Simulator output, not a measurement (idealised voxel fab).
Process module in this document: voxel air gaps
Cross-sectional view cut (width: 260 nm; square cell size: 5 nm).
Cross-section format: a grid of square cells, given as bands from top to bottom; each band is one or more rows of cells. Per band: top height and bottom height in nm, followed by the left-to-right materials and their widths in nm; "edge to edge" marks a single material spanning edge to edge, "blank" marks empty space. Heights are reckoned from 0. Under this level, the received wafer is all of one material. The bottommost band is open-ended downward, for example "0 and below". A width such as "30->40" changes by the same amount from each row of cells to the next, from the band's top row to its bottom row. "no modification" for a step: no cell of the cross-section changed in that step. Closed empty spaces (no open way to the top) of 8 cells or more are what "Completely sealed voids" lists, each as width x height at distance from the left edge, nm for all three. Past the settings on a step's line: simulator remark, on that step. Each step line may optionally specify "overlay nm", which for a step with a mask gives the rightward distance between the mask's planned place and where it lay, a negative value indicating the leftward direction.
## The process steps that were planned are listed below
| 1 | RECEIVE (material Si) |
| 2 | CONFORMAL_DEP (material SiO2; thk nm 15) |
| 3 | CONFORMAL_DEP (material SiCN; thk nm 5) |
| 4 | DIRECTIONAL_DEP (material lowk; thk nm 35) |
| 5 | DIRECTIONAL_DEP (material aC; thk nm 15) |
| 6 | PATTERN (tone open; mask id LINES; material resist; width nm 25; pitch nm 50; thk nm 35; overlay nm 0) |
| 7 | DIRECTIONAL_ETCH (etch materials aC; depth nm 15) |
| 8 | STRIP (etch materials resist) |
| 9 | DIRECTIONAL_ETCH (etch materials lowk; depth nm 35) |
| 10 | STRIP (etch materials aC) |
| 11 | CONFORMAL_DEP (material TiN; thk nm 5) |
| 12 | FILL_DEP (material Cu; thk nm 5) |
| 13 | CMP (height nm 55) |
| 14 | EPI (material Ru; thk nm 10) |
| 15 | SELECTIVE_ETCH (etch materials lowk; depth nm 45) |
| 16 | CONFORMAL_DEP (material SiCN; thk nm 5) |
## Account of the first of two wafers, which was processed as intended
## As-received wafer cross-section (after step 1)
- 0 and below  Si edge to edge
- Completely sealed voids: none
## So this is the wafer cross-section right after step 2
- 15 down to 0  SiO2 edge to edge
- Nothing below the height 0 has changed.
## So this is the wafer cross-section right after step 3
- 20 down to 15  SiCN edge to edge
- Nothing below the height 15 has changed.
## So this is the wafer cross-section right after step 4
- 55 down to 20  lowk edge to edge
- Nothing below the height 20 has changed.
## So this is the wafer cross-section right after step 5
- 70 down to 55  aC edge to edge
- Nothing below the height 55 has changed.
## So this is the wafer cross-section right after step 6
- 105 down to 70  resist 40  blank 25  resist 25  blank 25  resist 25  blank 25  resist 25  blank 25  resist 45
- Nothing below the height 70 has changed.
## So this is the wafer cross-section right after step 7
- 90 down to 70  resist 40  blank 25  resist 25  blank 25  resist 25  blank 25  resist 25  blank 25  resist 45
- 70 down to 55  aC 40  blank 25  aC 25  blank 25  aC 25  blank 25  aC 25  blank 25  aC 45
- Nothing below the height 55 has changed.
## So this is the wafer cross-section right after step 8
- 70 down to 55  aC 40  blank 25  aC 25  blank 25  aC 25  blank 25  aC 25  blank 25  aC 45
- Nothing below the height 55 has changed.
## So this is the wafer cross-section right after step 9
- 70 down to 55  aC 40  blank 25  aC 25  blank 25  aC 25  blank 25  aC 25  blank 25  aC 45
- 55 down to 20  lowk 40  blank 25  lowk 25  blank 25  lowk 25  blank 25  lowk 25  blank 25  lowk 45
- Nothing below the height 20 has changed.
## So this is the wafer cross-section right after step 10
- 55 down to 20  lowk 40  blank 25  lowk 25  blank 25  lowk 25  blank 25  lowk 25  blank 25  lowk 45
- Nothing below the height 20 has changed.
## So this is the wafer cross-section right after step 11
- 60 down to 55  TiN 45  blank 15  TiN 35  blank 15  TiN 35  blank 15  TiN 35  blank 15  TiN 50
- 55 down to 25  lowk 40  TiN 5  blank 15  TiN 5  lowk 25  TiN 5  blank 15  TiN 5  lowk 25  TiN 5  blank 15  TiN 5  lowk 25  TiN 5  blank 15  TiN 5  lowk 45
- 25 down to 20  lowk 40  TiN 25  lowk 25  TiN 25  lowk 25  TiN 25  lowk 25  TiN 25  lowk 45
- Nothing below the height 20 has changed.
## So this is the wafer cross-section right after step 12
- 65 down to 60  Cu edge to edge
- 60 down to 55  TiN 45  Cu 15  TiN 35  Cu 15  TiN 35  Cu 15  TiN 35  Cu 15  TiN 50
- 55 down to 25  lowk 40  TiN 5  Cu 15  TiN 5  lowk 25  TiN 5  Cu 15  TiN 5  lowk 25  TiN 5  Cu 15  TiN 5  lowk 25  TiN 5  Cu 15  TiN 5  lowk 45
- Nothing below the height 25 has changed.
## So this is the wafer cross-section right after step 13
- 55 down to 25  lowk 40  TiN 5  Cu 15  TiN 5  lowk 25  TiN 5  Cu 15  TiN 5  lowk 25  TiN 5  Cu 15  TiN 5  lowk 25  TiN 5  Cu 15  TiN 5  lowk 45
- Nothing below the height 25 has changed.
## So this is the wafer cross-section right after step 14
- 65 down to 55  blank 30  Ru 45  blank 5  Ru 45  blank 5  Ru 45  blank 5  Ru 45  blank 35
- Nothing below the height 55 has changed.
## So this is the wafer cross-section right after step 15
- 65 down to 55  blank 30  Ru 45  blank 5  Ru 45  blank 5  Ru 45  blank 5  Ru 45  blank 35
- 55 down to 25  blank 40  TiN 5  Cu 15  TiN 5  blank 25  TiN 5  Cu 15  TiN 5  blank 25  TiN 5  Cu 15  TiN 5  blank 25  TiN 5  Cu 15  TiN 5  blank 45
- 25 down to 20  blank 40  TiN 25  blank 25  TiN 25  blank 25  TiN 25  blank 25  TiN 25  blank 45
- Nothing below the height 20 has changed.
## So this is the wafer cross-section right after step 16
- 70 down to 65  blank 25  SiCN 205  blank 30
- 65 down to 55  blank 25  SiCN 5  Ru 45  SiCN 5  Ru 45  SiCN 5  Ru 45  SiCN 5  Ru 45  SiCN 5  blank 30
- 55 down to 50  blank 25  SiCN 15  TiN 5  Cu 15  TiN 5  SiCN 25  TiN 5  Cu 15  TiN 5  SiCN 25  TiN 5  Cu 15  TiN 5  SiCN 25  TiN 5  Cu 15  TiN 5  SiCN 15  blank 30
- 50 down to 25  blank 35  SiCN 5  TiN 5  Cu 15  TiN 5  SiCN 5  blank 15  SiCN 5  TiN 5  Cu 15  TiN 5  SiCN 5  blank 15  SiCN 5  TiN 5  Cu 15  TiN 5  SiCN 5  blank 15  SiCN 5  TiN 5  Cu 15  TiN 5  SiCN 5  blank 40
- 25 down to 20  SiCN 40  TiN 25  SiCN 25  TiN 25  SiCN 25  TiN 25  SiCN 25  TiN 25  SiCN 45
- Nothing below the height 20 has changed.
- Completely sealed voids: 15 x 25 at 70; 15 x 25 at 120; 15 x 25 at 170
## The remaining wafer, second of the two, started like the first and was run to the same plan, except that one mistake was made along the way; the two coincide through step 13, inclusive
## Look at the second wafer in cross-section at the time step 14 ought to have finished
- 60 down to 55  blank 35  Ru 35  blank 15  Ru 35  blank 15  Ru 35  blank 15  Ru 35  blank 40
- Nothing below the height 55 has changed.
## Look at the second wafer in cross-section at the time step 15 ought to have finished
- 60 down to 55  blank 35  Ru 35  blank 15  Ru 35  blank 15  Ru 35  blank 15  Ru 35  blank 40
- 55 down to 25  blank 40  TiN 5  Cu 15  TiN 5  blank 25  TiN 5  Cu 15  TiN 5  blank 25  TiN 5  Cu 15  TiN 5  blank 25  TiN 5  Cu 15  TiN 5  blank 45
- 25 down to 20  blank 40  TiN 25  blank 25  TiN 25  blank 25  TiN 25  blank 25  TiN 25  blank 45
- Nothing below the height 20 has changed.
## Look at the second wafer in cross-section at the time step 16 ought to have finished
- 65 down to 60  blank 30  SiCN 45  blank 5  SiCN 45  blank 5  SiCN 45  blank 5  SiCN 45  blank 35
- 60 down to 55  blank 30  SiCN 5  Ru 35  SiCN 5  blank 5  SiCN 5  Ru 35  SiCN 5  blank 5  SiCN 5  Ru 35  SiCN 5  blank 5  SiCN 5  Ru 35  SiCN 5  blank 35
- 55 down to 50  blank 30  SiCN 10  TiN 5  Cu 15  TiN 5  SiCN 10  blank 5  SiCN 10  TiN 5  Cu 15  TiN 5  SiCN 10  blank 5  SiCN 10  TiN 5  Cu 15  TiN 5  SiCN 10  blank 5  SiCN 10  TiN 5  Cu 15  TiN 5  SiCN 10  blank 35
- 50 down to 25  blank 35  SiCN 5  TiN 5  Cu 15  TiN 5  SiCN 5  blank 15  SiCN 5  TiN 5  Cu 15  TiN 5  SiCN 5  blank 15  SiCN 5  TiN 5  Cu 15  TiN 5  SiCN 5  blank 15  SiCN 5  TiN 5  Cu 15  TiN 5  SiCN 5  blank 40
- 25 down to 20  SiCN 40  TiN 25  SiCN 25  TiN 25  SiCN 25  TiN 25  SiCN 25  TiN 25  SiCN 45
- Nothing below the height 20 has changed.
Against the plan, the run slipped here: it should be noted that step 14 was executed with settings other than those planned, the operation and settings actually applied being EPI (material Ru; thk nm 5)
Heads up, by the end the second wafer has more or fewer cells of some materials compared to the first: Ru: 44 fewer, SiCN: 12 fewer
The first wafer finishes with 3 closed voids, while the second finishes with 0.
